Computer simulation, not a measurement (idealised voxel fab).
The document below concerns the process module designated voxel released beams.
This is section cut - it's 235 nm across, gridded in 5 nm square cells.
Bands, listed from the top down, are how a cross-section gets written in this document; the cross-section itself is a grid of square cells, and a band is one or more rows of them.
Band: top and bottom heights (nm) first, top before bottom; then materials from left to right, widths in nm. "throughout" marks a sole material filling the band edge to edge. "empty" denotes empty space.
It should be noted that heights are counted from 0, beneath which the wafer as supplied is of one material throughout, and that the lowest band possesses no lower boundary but continues downward, as written in "top 0, no bottom".
So if you see something like "30..40" for the width, read it as the top row of the band sitting at the first number and the bottom row at the second, with every row in between moving by the same amount as the last.
For the purposes of this document, the phrase "remained unchanged" attached to a step denotes that no cell within the cross-section was modified by that step.
"Internal closed voids" lists enclosed empty spaces (at least 8 cells, no open path upward to the top), each as width x height at distance from the left edge, in nm.
That trailing text on a step's line, after the settings, is the simulator's own remark on the step.
For masked steps, "overlay nm" on the step line gives how far right of plan the mask actually lay; a minus sign means it lay to the left.

List of planned process steps:
- 1: RECEIVE | material Si
- 2: CONFORMAL_DEP | material Al2O3 | thk nm 5
- 3: DIRECTIONAL_DEP | material SiO2 | thk nm 20
- 4: MASKED_ETCH | tone open | mask id ANCHOR | width nm 30 | etch materials SiO2 | depth nm 20 | overlay nm 0
- 5: CONFORMAL_DEP | material W | thk nm 10
- 6: MASKED_ETCH | tone cover | mask id BEAM | width nm 100 | etch materials W | depth nm 10 | overlay nm 0
- 7: STRIP | etch materials SiO2

Run as planned: first of two wafers:

Incoming wafer, cross-sectional view, post step 1:
> top 0, no bottom  Si throughout
> Internal closed voids: none

Sectional view: wafer, after step 2:
> top 5, bottom 0  Al2O3 throughout
> For the remainder of the cross-section, below 0, there is no change.

Sectional view: wafer, after step 3:
> top 25, bottom 5  SiO2 throughout
> For the remainder of the cross-section, below 5, there is no change.

Sectional view: wafer, after step 4:
> top 25, bottom 5  SiO2 (70) | empty (30) | SiO2 (135)
> For the remainder of the cross-section, below 5, there is no change.

Sectional view: wafer, after step 5:
> top 35, bottom 25  W (80) | empty (10) | W (145)
> top 25, bottom 15  SiO2 (70) | W (10) | empty (10) | W (10) | SiO2 (135)
> top 15, bottom 5  SiO2 (70) | W (30) | SiO2 (135)
> For the remainder of the cross-section, below 5, there is no change.

Sectional view: wafer, after step 6:
> top 35, bottom 25  empty (65) | W (15) | empty (10) | W (75) | empty (70)
> For the remainder of the cross-section, below 25, there is no change.

Sectional view: wafer, after step 7:
> top 35, bottom 25  empty (65) | W (15) | empty (10) | W (75) | empty (70)
> top 25, bottom 15  empty (70) | W (10) | empty (10) | W (10) | empty (135)
> top 15, bottom 5  empty (70) | W (30) | empty (135)
> For the remainder of the cross-section, below 5, there is no change.

Second Wafer (Identical Start and Plan, One Processing Error; Matches First Wafer Through Step 3):

Second wafer shown in cross-section at the time step 4 was slated to end:
> top 25, bottom 5  empty (70) | SiO2 (30) | empty (135)
> For the remainder of the cross-section, below 5, there is no change.

Second wafer shown in cross-section at the time step 5 was slated to end:
> top 35, bottom 25  empty (60) | W (50) | empty (125)
> top 25, bottom 15  empty (60) | W (10) | SiO2 (30) | W (10) | empty (125)
> top 15, bottom 5  W (70) | SiO2 (30) | W (135)
> For the remainder of the cross-section, below 5, there is no change.

Second wafer shown in cross-section at the time step 6 was slated to end:
> top 35, bottom 25  empty (65) | W (45) | empty (125)
> top 25, bottom 15  empty (60) | W (10) | SiO2 (30) | W (10) | empty (125)
> top 15, bottom 5  empty (60) | W (10) | SiO2 (30) | W (65) | empty (70)
> For the remainder of the cross-section, below 5, there is no change.

Second wafer shown in cross-section at the time step 7 was slated to end: remained unchanged
Want to know what went wrong? step 4 was not run as planned; what actually ran was MASKED_ETCH | tone cover | mask id ANCHOR | width nm 30 | etch materials SiO2 | depth nm 20 | overlay nm 0
Final tally in cells, some materials are higher or lower on the second wafer than on the first: SiO2 +24
